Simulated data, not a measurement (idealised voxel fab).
Process module under the name voxel gate over fins
FYI the section here is cut, 220 nm wide, cells are 5 nm squares.
We lay out every cross-section as a grid of square cells and spell it out in bands from the top down, where one band means one or more rows of cells.
Basically the band line says how high the top is and how high the bottom is, in nm, and then what's in it from left to right, every material with its width in nm. Empty space shows up as "blank", and if a single material carries "all across" it runs the full band edge to edge.
Heights from 0 (as-received wafer is one material below). Bottom band endless downward, as "0 and below".
Width "30..40": first value at the band's top row of cells, second value at its bottom row, equal change from row to row.
What does "no modifications" mean for a step? It means no cell of the cross-section changed in that step.
Reported under the label "Closed-off voids" are the empty spaces having no open way to the top and comprising 8 cells or more; the notation for each is width x height at distance, in which the distance is measured from the left edge and all three values are in nm.
after a step's settings: what the simulator itself notes on the step
overlay nm: mask right of planned place by this much (step with mask). Neg. = left.
-- Process steps - plan
1) RECEIVE, material Si
2) CONFORMAL_DEP, material SiN, thk nm 10
3) DIRECTIONAL_DEP, material aC, thk nm 15
4) PATTERN, tone cover, mask id FINS, material resist, width nm 15, pitch nm 40, thk nm 35, overlay nm 0
5) DIRECTIONAL_ETCH, etch materials aC, depth nm 15
6) STRIP, etch materials resist
7) DIRECTIONAL_ETCH, etch materials SiN, depth nm 10
8) DIRECTIONAL_ETCH, etch materials Si, depth nm 40
9) STRIP, etch materials aC
10) OXIDIZE, depth nm 5
11) FILL_DEP, material SiO2, thk nm 5
12) CMP, height nm 10
13) SELECTIVE_ETCH, etch materials SiO2, depth nm 25
14) STRIP, etch materials SiN
15) CONFORMAL_DEP, material HfO2, thk nm 5
16) CONFORMAL_DEP, material TiN, thk nm 5
17) CONFORMAL_DEP, material TiAl, thk nm 5
18) CONFORMAL_DEP, material TiN, thk nm 5
19) FILL_DEP, material W, thk nm 15
20) CMP, height nm 30
21) CONFORMAL_DEP, material SiCN, thk nm 5
-- as received, after step 1
    0 and below | Si all across
    Closed-off voids: none
-- Cross-section taken at module completion on the first of two wafers; processed per the plan
    35 down to 30 | SiCN all across
    30 down to 20 | W all across
    20 down to 15 | W 25 nm | TiN 165 nm | W 30 nm
    15 down to 10 | W 25 nm | TiN 5 nm | TiAl 35 nm | TiN 5 nm | TiAl 35 nm | TiN 5 nm | TiAl 35 nm | TiN 5 nm | TiAl 35 nm | TiN 5 nm | W 30 nm
    10 down to 5 | W 25 nm | TiN 5 nm | TiAl 5 nm | TiN 25 nm | TiAl 5 nm | TiN 5 nm | TiAl 5 nm | TiN 25 nm | TiAl 5 nm | TiN 5 nm | TiAl 5 nm | TiN 25 nm | TiAl 5 nm | TiN 5 nm | TiAl 5 nm | TiN 25 nm | TiAl 5 nm | TiN 5 nm | W 30 nm
    5 down to 0 | TiN 30 nm | TiAl 5 nm | TiN 5 nm | HfO2 15 nm | TiN 5 nm | TiAl 5 nm | TiN 5 nm | TiAl 5 nm | TiN 5 nm | HfO2 15 nm | TiN 5 nm | TiAl 5 nm | TiN 5 nm | TiAl 5 nm | TiN 5 nm | HfO2 15 nm | TiN 5 nm | TiAl 5 nm | TiN 5 nm | TiAl 5 nm | TiN 5 nm | HfO2 15 nm | TiN 5 nm | TiAl 5 nm | TiN 35 nm
    0 down to -5 | TiAl 35 nm | TiN 5 nm | HfO2 5 nm | Si 5 nm | HfO2 5 nm | TiN 5 nm | TiAl 15 nm | TiN 5 nm | HfO2 5 nm | Si 5 nm | HfO2 5 nm | TiN 5 nm | TiAl 15 nm | TiN 5 nm | HfO2 5 nm | Si 5 nm | HfO2 5 nm | TiN 5 nm | TiAl 15 nm | TiN 5 nm | HfO2 5 nm | Si 5 nm | HfO2 5 nm | TiN 5 nm | TiAl 40 nm
    -5 down to -10 | TiN 40 nm | HfO2 5 nm | Si 5 nm | HfO2 5 nm | TiN 25 nm | HfO2 5 nm | Si 5 nm | HfO2 5 nm | TiN 25 nm | HfO2 5 nm | Si 5 nm | HfO2 5 nm | TiN 25 nm | HfO2 5 nm | Si 5 nm | HfO2 5 nm | TiN 45 nm
    -10 down to -15 | HfO2 45 nm | Si 5 nm | HfO2 35 nm | Si 5 nm | HfO2 35 nm | Si 5 nm | HfO2 35 nm | Si 5 nm | HfO2 50 nm
    -15 down to -45 | SiO2 45 nm | Si 5 nm | SiO2 35 nm | Si 5 nm | SiO2 35 nm | Si 5 nm | SiO2 35 nm | Si 5 nm | SiO2 50 nm
    -45 and below | Si all across
    Closed-off voids: none
-- So this is wafer number two of the two, cut at the end of the module - it started where the first did and had the same plan, we just got one thing wrong running it
    35 down to 30 | SiCN all across
    30 down to 15 | W all across
    15 down to 10 | W 30 nm | TiN 35 nm | W 5 nm | TiN 35 nm | W 5 nm | TiN 35 nm | W 5 nm | TiN 35 nm | W 35 nm
    10 down to 5 | W 30 nm | TiN 5 nm | TiAl 25 nm | TiN 5 nm | W 5 nm | TiN 5 nm | TiAl 25 nm | TiN 5 nm | W 5 nm | TiN 5 nm | TiAl 25 nm | TiN 5 nm | W 5 nm | TiN 5 nm | TiAl 25 nm | TiN 5 nm | W 35 nm
    5 down to 0 | W 30 nm | TiN 5 nm | TiAl 5 nm | HfO2 15 nm | TiAl 5 nm | TiN 5 nm | W 5 nm | TiN 5 nm | TiAl 5 nm | HfO2 15 nm | TiAl 5 nm | TiN 5 nm | W 5 nm | TiN 5 nm | TiAl 5 nm | HfO2 15 nm | TiAl 5 nm | TiN 5 nm | W 5 nm | TiN 5 nm | TiAl 5 nm | HfO2 15 nm | TiAl 5 nm | TiN 5 nm | W 35 nm
    0 down to -5 | TiN 35 nm | TiAl 5 nm | HfO2 5 nm | Si 5 nm | HfO2 5 nm | TiAl 5 nm | TiN 15 nm | TiAl 5 nm | HfO2 5 nm | Si 5 nm | HfO2 5 nm | TiAl 5 nm | TiN 15 nm | TiAl 5 nm | HfO2 5 nm | Si 5 nm | HfO2 5 nm | TiAl 5 nm | TiN 15 nm | TiAl 5 nm | HfO2 5 nm | Si 5 nm | HfO2 5 nm | TiAl 5 nm | TiN 40 nm
    -5 down to -10 | TiAl 40 nm | HfO2 5 nm | Si 5 nm | HfO2 5 nm | TiAl 25 nm | HfO2 5 nm | Si 5 nm | HfO2 5 nm | TiAl 25 nm | HfO2 5 nm | Si 5 nm | HfO2 5 nm | TiAl 25 nm | HfO2 5 nm | Si 5 nm | HfO2 5 nm | TiAl 45 nm
    -10 down to -15 | HfO2 45 nm | Si 5 nm | HfO2 35 nm | Si 5 nm | HfO2 35 nm | Si 5 nm | HfO2 35 nm | Si 5 nm | HfO2 50 nm
    -15 down to -45 | SiO2 45 nm | Si 5 nm | SiO2 35 nm | Si 5 nm | SiO2 35 nm | Si 5 nm | SiO2 35 nm | Si 5 nm | SiO2 50 nm
    -45 and below | Si all across
    Closed-off voids: none
Error vs. plan: heads up, step 16 of the plan was skipped and never actually ran
Bottom line after processing is that, in cells, the second wafer is up or down on some materials versus the first: TiN: 59 fewer; W: 59 more
